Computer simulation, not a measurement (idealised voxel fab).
Process module, titled voxel ribs on slabs
It is cross-section cut that appears here, measuring 175 nm in width, its square cells being 5 nm in size.
Each cross-section below is a grid of square cells, stated as bands in top-down order, with one or more rows of cells making up each band.
The band entry comprises the height of the band's top followed by the height of its bottom, expressed in nm, and subsequently the band's materials from left to right, each stated together with its width in nm. Where a single material is marked with the word "all across", that material fills the band from edge to edge. The word "empty" represents empty space.
It should be noted that heights are counted from 0, beneath which the wafer as supplied is of one material throughout, and that the lowest band possesses no lower boundary but continues downward, as written in "0 nm and below".
Per-row width for "30 to 40": begins at first number (top row of band), ends at second number (bottom row), increment between rows held constant.
Basically "no alterations made" means that step didn't change any cell in the cross-section.
The entry titled "Sealed void list" provides the empty spaces that have no open way to the top, restricted to those of 8 cells or more. Each is presented as width x height at distance, the distance being measured from the left edge, with all three in nm.
Note: text after step settings on the step line = simulator remark on that step.
A step line may carry the setting "overlay nm", which, for steps involving a mask, states the distance by which the mask lay to the right of its intended position; negative values denote displacement to the left.

plan
1: RECEIVE: material Si
2: DIRECTIONAL_DEP: material SiO2, thk nm 30
3: DIRECTIONAL_DEP: material SiN, thk nm 20
4: PATTERN: tone cover, mask id RIB, material resist, width nm 25, thk nm 20, overlay nm 0
5: DIRECTIONAL_ETCH: etch materials SiN, depth nm 10
6: STRIP: etch materials resist
7: PATTERN: tone cover, mask id SLAB, material resist, width nm 65, thk nm 15, overlay nm 0
8: DIRECTIONAL_ETCH: etch materials SiN, depth nm 10
9: STRIP: etch materials resist
10: FILL_DEP: material SiO2, thk nm 20
11: CMP: height nm 65
12: DIRECTIONAL_DEP: material W, thk nm 10
13: MASKED_ETCH: tone cover, mask id HEATER, width nm 35, etch materials W, depth nm 10, overlay nm 0
14: CONFORMAL_DEP: material SiN, thk nm 5

As-received state of the wafer in cross-section, equivalent to post-step 1
	0 nm and below  Si all across
	Sealed void list: none

Cross-section, end of module. Start: as above. Plan: as above. Execution: one mistake
	80 nm to 75 nm  empty=65 / SiN=45 / empty=65
	75 nm to 70 nm  empty=65 / SiN=5 / W=35 / SiN=5 / empty=65
	70 nm to 65 nm  SiN=70 / W=35 / SiN=70
	65 nm to 50 nm  SiO2 all across
	50 nm to 40 nm  SiO2=75 / SiN=25 / SiO2=75
	40 nm to 30 nm  SiO2=55 / SiN=70 / SiO2=50
	30 nm to 0 nm  SiO2 all across
	0 nm and below  Si all across
	Sealed void list: none
Against the plan, the run slipped here: step 7: run off-plan, actual operation and settings PATTERN: tone cover, mask id SLAB, material resist, width nm 70, thk nm 15, overlay nm 0
